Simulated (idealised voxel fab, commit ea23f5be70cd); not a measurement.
Process module in this document: voxel transistor to metal
Square cell edge 5 nm, section width 155 nm, ID cut.
Notation: cross-section as square-cell grid; stated in bands, top first, going down; one or more cell rows per band.
Band: top and bottom heights (nm) first, top before bottom; then materials from left to right, widths in nm. "full width" marks a sole material filling the band edge to edge. "empty" denotes empty space.
Counting heights begins at 0, where everything beneath is, in the wafer as received, one material. The lowest band has no bottom; it goes on downwards, as "z 0 and below" shows.
Top row gets the first number, bottom row gets the second, and each row in between changes by the same step: that is how a band width like "30->40" works.
It should be understood that the words "nothing changed", when stated for a given step, signify that the cross-section underwent no change in any of its cells during that step.
Under "Closed void register" you'll find the enclosed gaps, the ones with no way out to the top, that are 8 cells or bigger; each reads width x height at distance, with distance counted from the left edge, everything in nm.
The remark found on a step's line after its settings is issued by the simulator itself and pertains to that step.
overlay nm: where the mask lay relative to plan, measured to the right, on steps with a mask; negatives go left.
**Set out below are the planned steps of the process**
- 1: RECEIVE with material Si
- 2: OXIDIZE with depth nm 5
- 3: CONFORMAL_DEP with material SiN, thk nm 15
- 4: DIRECTIONAL_DEP with material aC, thk nm 10
- 5: PATTERN with tone cover, mask id ACTIVE, material resist, width nm 105, thk nm 25, overlay nm 0
- 6: DIRECTIONAL_ETCH with etch materials aC, depth nm 10
- 7: STRIP with etch materials resist
- 8: DIRECTIONAL_ETCH with etch materials SiN, depth nm 15
- 9: DIRECTIONAL_ETCH with etch materials SiO2, depth nm 5
- 10: DIRECTIONAL_ETCH with etch materials Si, depth nm 30
- 11: STRIP with etch materials aC
- 12: OXIDIZE with depth nm 5
- 13: FILL_DEP with material SiO2, thk nm 15
- 14: CMP with height nm 15
- 15: SELECTIVE_ETCH with etch materials SiO2, depth nm 15
- 16: STRIP with etch materials SiN
- 17: SELECTIVE_ETCH with etch materials SiO2, depth nm 5
- 18: OXIDIZE with depth nm 5
- 19: DIRECTIONAL_DEP with material polySi, thk nm 25
- 20: DIRECTIONAL_DEP with material SiCN, thk nm 10
- 21: PATTERN with tone cover, mask id GATE, material resist, width nm 15, thk nm 15, overlay nm 0
- 22: DIRECTIONAL_ETCH with etch materials SiCN, depth nm 20
- 23: DIRECTIONAL_ETCH with etch materials polySi, depth nm 35
- 24: STRIP with etch materials resist
- 25: CONFORMAL_DEP with material SiN, thk nm 10
- 26: DIRECTIONAL_ETCH with etch materials SiN, depth nm 10
- 27: DIRECTIONAL_ETCH with etch materials SiO2, depth nm 5
- 28: EPI with material nSi, thk nm 5
- 29: FILL_DEP with material SiO2, thk nm 10
- 30: CMP with height nm 30
- 31: DIRECTIONAL_DEP with material SiO2, thk nm 10
- 32: PATTERN with tone open, mask id CONTACT, material resist, width nm 30, pitch nm 55, thk nm 20, overlay nm 0
- 33: DIRECTIONAL_ETCH with etch materials SiO2, depth nm 45
- 34: STRIP with etch materials resist
- 35: CONFORMAL_DEP with material TiN, thk nm 5
- 36: FILL_DEP with material Ru, thk nm 5
- 37: CMP with height nm 40
- 38: DIRECTIONAL_DEP with material TiN, thk nm 5
- 39: DIRECTIONAL_DEP with material Ru, thk nm 15
- 40: PATTERN with tone cover, mask id METAL_1, material resist, width nm 20, pitch nm 65, thk nm 15, overlay nm 0
- 41: DIRECTIONAL_ETCH with etch materials Ru, depth nm 15
- 42: DIRECTIONAL_ETCH with etch materials TiN, depth nm 5
- 43: STRIP with etch materials resist
- 44: CONFORMAL_DEP with material SiN, thk nm 5
- 45: FILL_DEP with material SiO2, thk nm 5
- 46: CMP with height nm 60
- 47: CONFORMAL_DEP with material SiCN, thk nm 5
- 48: DIRECTIONAL_DEP with material SiO2, thk nm 35
- 49: DIRECTIONAL_DEP with material aC, thk nm 10
- 50: PATTERN with tone open, mask id METAL_2_HOLES, material resist, width nm 15, pitch nm 65, thk nm 30, overlay nm 0
- 51: DIRECTIONAL_ETCH with etch materials aC, depth nm 10
- 52: STRIP with etch materials resist
- 53: DIRECTIONAL_ETCH with etch materials SiO2, depth nm 35
- 54: STRIP with etch materials aC
- 55: DIRECTIONAL_DEP with material aC, thk nm 15
- 56: PATTERN with tone open, mask id METAL_2, material resist, width nm 20, pitch nm 65, thk nm 35, overlay nm 0
- 57: DIRECTIONAL_ETCH with etch materials aC, depth nm 15
- 58: STRIP with etch materials resist
- 59: DIRECTIONAL_ETCH with etch materials SiO2, depth nm 20
- 60: DIRECTIONAL_ETCH with etch materials SiCN, depth nm 5
- 61: STRIP with etch materials aC
- 62: CONFORMAL_DEP with material TiN, thk nm 5
- 63: FILL_DEP with material Ru, thk nm 5
- 64: CMP with height nm 100
- 65: CONFORMAL_DEP with material SiN, thk nm 5
**Cross-section of the wafer upon arrival, representing the state reached after step 1**
	z 0 and below | Si full width
	Closed void register: none
**Cross-section taken at module completion on the first of two wafers; processed per the plan**
	z 105 to 100 | SiN full width
	z 100 to 85 | SiO2 35 nm | TiN 5 nm | Ru 10 nm | TiN 5 nm | SiO2 45 nm | TiN 5 nm | Ru 10 nm | TiN 5 nm | SiO2 35 nm
	z 85 to 80 | SiO2 35 nm | TiN 5 nm | Ru 5 nm | TiN 10 nm | SiO2 45 nm | TiN 5 nm | Ru 5 nm | TiN 10 nm | SiO2 35 nm
	z 80 to 65 | SiO2 35 nm | TiN 5 nm | Ru 5 nm | TiN 5 nm | SiO2 50 nm | TiN 5 nm | Ru 5 nm | TiN 5 nm | SiO2 40 nm
	z 65 to 60 | SiCN 35 nm | TiN 15 nm | SiCN 50 nm | TiN 15 nm | SiCN 40 nm
	z 60 to 45 | SiO2 30 nm | SiN 5 nm | Ru 20 nm | SiN 5 nm | SiO2 35 nm | SiN 5 nm | Ru 20 nm | SiN 5 nm | SiO2 30 nm
	z 45 to 40 | SiN 35 nm | TiN 20 nm | SiN 45 nm | TiN 20 nm | SiN 35 nm
	z 40 to 30 | SiO2 35 nm | TiN 5 nm | Ru 20->15 nm | TiN 5->10 nm | SiO2 25 nm | TiN 5->10 nm | Ru 20->15 nm | TiN 5 nm | SiO2 35 nm
	z 30 to 20 | SiO2 35 nm | TiN 5 nm | Ru 15 nm | TiN 5 nm | SiN 10 nm | SiCN 15 nm | SiN 10 nm | TiN 5 nm | Ru 15 nm | TiN 5 nm | SiO2 35 nm
	z 20 to 0 | SiO2 35 nm | TiN 5 nm | Ru 15 nm | TiN 5 nm | SiN 10 nm | polySi 15 nm | SiN 10 nm | TiN 5 nm | Ru 15 nm | TiN 5 nm | SiO2 35 nm
	z 0 to -5 | SiO2 35 nm | TiN 25 nm | SiN 10 nm | polySi 15 nm | SiN 10 nm | TiN 25 nm | SiO2 35 nm
	z -5 to -10 | SiO2 25 nm | nSi 35 nm | SiO2 35 nm | nSi 35 nm | SiO2 25 nm
	z -10 to -40 | SiO2 30 nm | Si 95 nm | SiO2 30 nm
	z -40 and below | Si full width
	Closed void register: none
**Wafer two, end of module, cross-section. Same start, same plan as wafer one. One mistake in the run**
	z 105 to 100 | SiN full width
	z 100 to 85 | SiO2 35 nm | TiN 5 nm | Ru 10 nm | TiN 5 nm | SiO2 45 nm | TiN 5 nm | Ru 10 nm | TiN 5 nm | SiO2 35 nm
	z 85 to 80 | SiO2 35 nm | TiN 5 nm | Ru 5 nm | TiN 10 nm | SiO2 45 nm | TiN 5 nm | Ru 5 nm | TiN 10 nm | SiO2 35 nm
	z 80 to 65 | SiO2 35 nm | TiN 5 nm | Ru 5 nm | TiN 5 nm | SiO2 50 nm | TiN 5 nm | Ru 5 nm | TiN 5 nm | SiO2 40 nm
	z 65 to 60 | SiCN 35 nm | TiN 15 nm | SiCN 50 nm | TiN 15 nm | SiCN 40 nm
	z 60 to 45 | SiO2 30 nm | SiN 5 nm | Ru 20 nm | SiN 5 nm | SiO2 35 nm | SiN 5 nm | Ru 20 nm | SiN 5 nm | SiO2 30 nm
	z 45 to 40 | SiN 35 nm | TiN 20 nm | SiN 45 nm | TiN 20 nm | SiN 35 nm
	z 40 to 30 | SiO2 35 nm | TiN 5 nm | Ru 20 nm | TiN 5 nm | SiO2 25 nm | TiN 5 nm | Ru 20 nm | TiN 5 nm | SiO2 35 nm
	z 30 to 25 | SiO2 35 nm | TiN 5 nm | Ru 20 nm | TiN 5 nm | SiO2 5 nm | SiCN 15 nm | SiO2 5 nm | TiN 5 nm | Ru 20 nm | TiN 5 nm | SiO2 35 nm
	z 25 to 20 | SiO2 35 nm | TiN 5 nm | Ru 20 nm | TiN 5 nm | SiN 5 nm | SiCN 15 nm | SiN 5 nm | TiN 5 nm | Ru 20 nm | TiN 5 nm | SiO2 35 nm
	z 20 to 0 | SiO2 35 nm | TiN 5 nm | Ru 20 nm | TiN 5 nm | SiN 5 nm | polySi 15 nm | SiN 5 nm | TiN 5 nm | Ru 20 nm | TiN 5 nm | SiO2 35 nm
	z 0 to -5 | SiO2 35 nm | TiN 30 nm | SiN 5 nm | polySi 15 nm | SiN 5 nm | TiN 30 nm | SiO2 35 nm
	z -5 to -10 | SiO2 25 nm | nSi 40 nm | SiO2 25 nm | nSi 40 nm | SiO2 25 nm
	z -10 to -40 | SiO2 30 nm | Si 95 nm | SiO2 30 nm
	z -40 and below | Si full width
	Closed void register: none
Run error: step 25: run off-plan, actual operation and settings CONFORMAL_DEP with material SiN, thk nm 5
Cell-count delta at end, second wafer over first, by material: Ru: 14 more | SiN: 16 fewer | nSi: 2 more
